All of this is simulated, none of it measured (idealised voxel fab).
process module | voxel capacitor over wiring
cross-section cut | 275 nm wide | cells 5 nm
A cross-section is a grid of square cells, given in bands from the top down. A band is one or more rows of cells.
Each band's line starts with the height of the band's top and of its bottom, in nm. Then come its materials from left to right, each with its width in nm. One material with "throughout" fills the band from edge to edge. "air" is empty space.
Height 0 is the level under which the wafer as received is all one material. The lowest band goes on downwards, as in "0 down".
A width such as "30 to 40" changes by the same amount from each row of cells to the next, from the band's top row to its bottom row.
"no change" after a step means that no cell of the cross-section changed.
closed voids: empty space of 8 cells or more with no open way to the top, each as width x height at its distance from the left edge, in nm
after a step's settings: what the simulator itself notes on the step
overlay nm, on a step with a mask: how far to the right of its planned place the mask lay; to the left if negative
plan
1 op RECEIVE | material Si
2 op CONFORMAL_DEP | material SiO2 | thk nm 10
3 op DIRECTIONAL_DEP | material TiN | thk nm 5
4 op DIRECTIONAL_DEP | material W | thk nm 20
5 op PATTERN | tone cover | mask id METAL_1 | material resist | width nm 30 | pitch nm 80 | thk nm 20 | overlay nm 0
6 op DIRECTIONAL_ETCH | etch materials W | depth nm 20
7 op DIRECTIONAL_ETCH | etch materials TiN | depth nm 5
8 op STRIP | etch materials resist
9 op FILL_DEP | material lowk | thk nm 10
10 op CMP | height nm 35
11 op CONFORMAL_DEP | material SiCN | thk nm 5
12 op DIRECTIONAL_DEP | material SiO2 | thk nm 15
13 op MASKED_ETCH | tone open | mask id PLUG_1 | width nm 15 | etch materials SiO2 | depth nm 5 | overlay nm 0
14 op MASKED_ETCH | tone open | mask id PLUG_1 | width nm 15 | etch materials SiCN | depth nm 5 | overlay nm 0
15 op EPI | material Ru | thk nm 10
16 op EPI | material Ru | thk nm 10
17 op DIRECTIONAL_DEP | material TiN | thk nm 5
18 op DIRECTIONAL_DEP | material HfO2 | thk nm 5
19 op DIRECTIONAL_DEP | material TiN | thk nm 5
20 op DIRECTIONAL_DEP | material aC | thk nm 10
21 op PATTERN | tone cover | mask id UPPER_PLATE | material resist | width nm 55 | thk nm 25 | overlay nm 0
22 op DIRECTIONAL_ETCH | etch materials aC | depth nm 10
23 op STRIP | etch materials resist
24 op DIRECTIONAL_ETCH | etch materials TiN | depth nm 5
25 op DIRECTIONAL_ETCH | etch materials HfO2 | depth nm 5
26 op STRIP | etch materials aC
27 op MASKED_ETCH | tone cover | mask id LOWER_PLATE | width nm 65 | etch materials TiN | depth nm 5 | overlay nm 0
28 op FILL_DEP | material SiO2 | thk nm 15
29 op CMP | height nm 80
30 op MASKED_ETCH | tone open | mask id PLUG_2 | width nm 15 | etch materials SiO2 | depth nm 10 | overlay nm 0
31 op CONFORMAL_DEP | material TiN | thk nm 5
32 op FILL_DEP | material Ru | thk nm 10
33 op CMP | height nm 80
34 op CONFORMAL_DEP | material SiN | thk nm 5
varied across the wafers: depth nm of step 13. The plan shows the first wafer's value. All wafers start alike
first wafer as received, after step 1
  0 down: Si throughout
  closed voids: none
first wafer at the end, after step 34
  85 to 80: SiN throughout
  80 to 75: SiO2 105 | TiN 5 | Ru 5 | TiN 5 | SiO2 155
  75 to 65: SiO2 105 to 110 | TiN 15 to 40 | SiO2 155 to 125
  65 to 60: SiO2 95 | TiN 15 | HfO2 40 | SiO2 125
  60 to 55: SiO2 90 | TiN 5 | HfO2 15 | TiN 45 | SiO2 120
  55 to 50: SiO2 95 | TiN 15 | SiO2 165
  50 to 40: SiO2 throughout
  40 to 35: SiCN throughout
  35 to 15: lowk 80 | W 30 | lowk 50 | W 30 | lowk 85
  15 to 10: lowk 80 | TiN 30 | lowk 50 | TiN 30 | lowk 85
  10 to 0: SiO2 throughout
  0 down: Si throughout
  closed voids: none
last wafer at the end
  85 to 80: SiN throughout
  80 to 75: SiO2 105 | TiN 5 | Ru 5 | TiN 5 | SiO2 155
  75 to 65: SiO2 105 to 95 | TiN 15 to 55 | SiO2 155 to 125
  65 to 60: SiO2 95 | HfO2 55 | SiO2 125
  60 to 55: SiO2 90 | TiN 65 | SiO2 120
  55 to 40: SiO2 95 | Ru 15 | SiO2 165
  40 to 35: SiCN 95 | Ru 15 | SiCN 165
  35 to 15: lowk 80 | W 30 | lowk 50 | W 30 | lowk 85
  15 to 10: lowk 80 | TiN 30 | lowk 50 | TiN 30 | lowk 85
  10 to 0: SiO2 throughout
  0 down: Si throughout
  closed voids: none
each wafer at the end: cells of each material gained (+) or lost (-) since it was received, then its closed voids
depth nm 5 | +11 HfO2 | +1 Ru | +55 SiCN | +55 SiN | +509 SiO2 | +41 TiN | +48 W | +215 lowk | closed voids: none
depth nm 10 | +11 HfO2 | +1 Ru | +55 SiCN | +55 SiN | +509 SiO2 | +41 TiN | +48 W | +215 lowk | closed voids: none
depth nm 15 | +11 HfO2 | +13 Ru | +52 SiCN | +55 SiN | +500 SiO2 | +41 TiN | +48 W | +215 lowk | closed voids: none
depth nm 20 | +11 HfO2 | +13 Ru | +52 SiCN | +55 SiN | +500 SiO2 | +41 TiN | +48 W | +215 lowk | closed voids: none
depth nm 25 | +11 HfO2 | +13 Ru | +52 SiCN | +55 SiN | +500 SiO2 | +41 TiN | +48 W | +215 lowk | closed voids: none
depth nm 30 | +11 HfO2 | +13 Ru | +52 SiCN | +55 SiN | +500 SiO2 | +41 TiN | +48 W | +215 lowk | closed voids: none
